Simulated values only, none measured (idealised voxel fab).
The document below concerns the process module designated voxel tone inversion.
Each square cell in cross-section cut measures 5 nm, and the section as a whole is 250 nm wide.
Notation: cross-section as square-cell grid; stated in bands, top first, going down; one or more cell rows per band. Top height, bottom height, nm. Materials left to right, width each, nm. Single material + "all across" = fills band edge to edge. "empty" = empty. A quick word on heights: they are counted from 0, and under that level the wafer as it came to us is one material throughout. The lowest band is different from the rest in having no bottom; it simply continues downward, written as in "top 0, no bottom". It should be noted that a width expressed as "30 to 40" varies in equal increments from row to row of cells within the band, taking the value of the first number at the top row and that of the second number at the bottom row. Where a step carries "nothing changed", the cross-section came out of it unchanged, cell for cell. In the "Completely enclosed voids" entry, you get each enclosed empty space of 8 cells or more, one with no open way to the top, written width x height at distance, distance from the left edge, in nm. Note: text after step settings on the step line = simulator remark on that step. If you see "overlay nm" on a step's line and that step has a mask, it's telling you how far right of where it was planned the mask ended up; a negative number means it went left instead.

PROCESS STEPS FORESEEN IN THE PLAN
1: RECEIVE: material Si
2: CONFORMAL_DEP: material SiN, thk nm 5
3: DIRECTIONAL_DEP: material polySi, thk nm 25
4: PATTERN: tone cover, mask id POSTS, material resist, width nm 20, pitch nm 35, thk nm 30, overlay nm 0
5: DIRECTIONAL_ETCH: etch materials polySi, depth nm 25
6: STRIP: etch materials resist
7: FILL_DEP: material SiO2, thk nm 5
8: CMP: height nm 30
9: STRIP: etch materials polySi

AS-RECEIVED WAFER CROSS-SECTION (AFTER STEP 1)
top 0, no bottom = Si all across
Completely enclosed voids: none

LOOK AT THE CROSS-SECTION AFTER THE MODULE: THE WAFER STARTED OUT THE WAY SHOWN ABOVE AND THE PLAN WAS THE ONE SHOWN ABOVE, YET ONE MISTAKE WAS MADE ALONG THE WAY
top 30, bottom 5 = SiO2=90 / empty=20 / SiO2=15 / empty=20 / SiO2=105
top 5, bottom 0 = SiN all across
top 0, no bottom = Si all across
Completely enclosed voids: none
Diagnosis: step 4 ran as: PATTERN: tone cover, mask id POSTS, material resist, width nm 20, pitch nm 35, thk nm 30, overlay nm -5
